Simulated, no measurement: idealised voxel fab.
You're looking at the process module voxel self aligned vias.
For reference, the cross-section in this document is cut, with width 290 nm and square cells of 5 nm.
Reading order for cross-sections: top band down to bottom band. Underlying form: a grid of square cells. Band size: one or more rows of cells. The band entry comprises the height of the band's top followed by the height of its bottom, expressed in nm, and subsequently the band's materials from left to right, each stated together with its width in nm. Where a single material is marked with the word "full width", that material fills the band from edge to edge. The word "air" represents empty space. Height 0 is the level under which the wafer as received is all one material. The lowest band goes on downwards, as in "0 -> down". The width entry "30 to 40" should be interpreted row by row: the top row of cells in the band takes the first number, the bottom row takes the second number, and the change between adjacent rows is uniform throughout. Any step labelled "same as before" changed none of the cells in the cross-section. Listed in "Closed internal voids": every empty space of 8 or more cells without an open way to the top. Form: width x height at distance, the distance being from the left edge, all in nm. It should be noted that, on the line of a given step, the content following the step's settings is a remark produced by the simulator itself with respect to that step. When a step includes a mask, the "overlay nm" setting on its line states how far to the right of its planned place that mask lay, and negative values state how far to the left.

Planned step list for the process:
step 1: RECEIVE: material Si
step 2: CONFORMAL_DEP: material SiO2, thk nm 15
step 3: CONFORMAL_DEP: material SiCN, thk nm 5
step 4: DIRECTIONAL_DEP: material SiO2, thk nm 20
step 5: MASKED_ETCH: tone open, mask id LINES, width nm 30, pitch nm 65, etch materials SiO2, depth nm 20, overlay nm 0
step 6: CONFORMAL_DEP: material TiN, thk nm 5
step 7: FILL_DEP: material Ru, thk nm 10
step 8: CMP: height nm 40
step 9: SELECTIVE_ETCH: etch materials W Ru TiN, depth nm 5
step 10: FILL_DEP: material SiN, thk nm 10
step 11: CMP: height nm 40
step 12: DIRECTIONAL_DEP: material SiO2, thk nm 15
step 13: DIRECTIONAL_DEP: material aC, thk nm 10
step 14: PATTERN: tone open, mask id VIAS, material resist, width nm 40, pitch nm 130, thk nm 30, overlay nm 0
step 15: DIRECTIONAL_ETCH: etch materials aC, depth nm 10
step 16: STRIP: etch materials resist
step 17: DIRECTIONAL_ETCH: etch materials SiO2, depth nm 15
step 18: DIRECTIONAL_ETCH: etch materials SiN, depth nm 5
step 19: STRIP: etch materials aC
step 20: CONFORMAL_DEP: material TiN, thk nm 5
step 21: FILL_DEP: material W, thk nm 10
step 22: CMP: height nm 55
step 23: CONFORMAL_DEP: material SiCN, thk nm 5

Cross-section of the wafer at receipt, which is the condition after step 1:
* 0 -> down = Si full width
* Closed internal voids: none

One mistake in running the module, otherwise start and plan as above: cross-section at the end:
* 60 -> 55 = SiCN full width
* 55 -> 45 = 60 nm SiO2, 5 nm TiN, 30 nm W, 5 nm TiN, 90 nm SiO2, 5 nm TiN, 30 nm W, 5 nm TiN, 60 nm SiO2
* 45 -> 40 = 60 nm SiO2, 10 nm TiN, 20 nm W, 10 nm TiN, 90 nm SiO2, 10 nm TiN, 20 nm W, 10 nm TiN, 60 nm SiO2
* 40 -> 35 = 65 nm SiO2, 30 nm TiN, 35 nm SiO2, 30 nm SiN, 35 nm SiO2, 30 nm TiN, 65 nm SiO2
* 35 -> 30 = 65 nm SiO2, 30 nm TiN, 35 nm SiO2, 30 nm TiN, 35 nm SiO2, 30 nm TiN, 65 nm SiO2
* 30 -> 25 = SiCN full width
* 25 -> 0 = SiO2 full width
* 0 -> down = Si full width
* Closed internal voids: none
Which mistake was made when the wafer was run? heads up, step 2 didn't go per plan, it actually ran as CONFORMAL_DEP: material SiO2, thk nm 25
